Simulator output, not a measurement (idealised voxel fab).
process module | voxel plated lines
cross-section cut | 155 nm wide | cells 5 nm
A cross-section is a grid of square cells, given in bands from the top down. A band is one or more rows of cells.
Each band's line starts with the height of the band's top and of its bottom, in nm. Then come its materials from left to right, each with its width in nm. One material with "throughout" fills the band from edge to edge. "air" is empty space.
Height 0 is the level under which the wafer as received is all one material. The lowest band goes on downwards, as in "0 down".
A width such as "30 to 40" changes by the same amount from each row of cells to the next, from the band's top row to its bottom row.
"no change" after a step means that no cell of the cross-section changed.
closed voids: empty space of 8 cells or more with no open way to the top, each as width x height at its distance from the left edge, in nm
after a step's settings: what the simulator itself notes on the step
overlay nm, on a step with a mask: how far to the right of its planned place the mask lay; to the left if negative
plan
1 op RECEIVE | material Si
2 op CONFORMAL_DEP | material SiO2 | thk nm 15
3 op DIRECTIONAL_DEP | material TiN | thk nm 5
4 op PATTERN | tone open | mask id LINES | material resist | width nm 25 | pitch nm 45 | thk nm 35 | overlay nm 0
5 op EPI | material Ru | thk nm 10
6 op EPI | material Ru | thk nm 5
7 op EPI | material Ru | thk nm 10
8 op STRIP | etch materials resist
9 op DIRECTIONAL_ETCH | etch materials TiN | depth nm 5
10 op CONFORMAL_DEP | material SiCN | thk nm 5
as received, after step 1
  0 down: Si throughout
  closed voids: none
first wafer at the end, as planned
  50 to 45: air 35 | SiCN 35 | air 10 | SiCN 35 | air 40
  45 to 20: air 35 | SiCN 5 | Ru 25 | SiCN 5 | air 10 | SiCN 5 | Ru 25 | SiCN 5 | air 40
  20 to 15: SiCN 40 | TiN 25 | SiCN 20 | TiN 25 | SiCN 45
  15 to 0: SiO2 throughout
  0 down: Si throughout
  closed voids: none
second wafer at the end: like start, like plan, one mistake
  50 to 45: air 25 | SiCN 35 | air 10 | SiCN 35 | air 50
  45 to 20: air 25 | SiCN 5 | Ru 25 | SiCN 5 | air 10 | SiCN 5 | Ru 25 | SiCN 5 | air 50
  20 to 15: SiCN 30 | TiN 25 | SiCN 20 | TiN 25 | SiCN 55
  15 to 0: SiO2 throughout
  0 down: Si throughout
  closed voids: none
what went wrong: step 4 ran as: op PATTERN | tone open | mask id LINES | material resist | width nm 25 | pitch nm 45 | thk nm 35 | overlay nm -10
at the end the second wafer has, in cells: as many of each material as the first, in other places
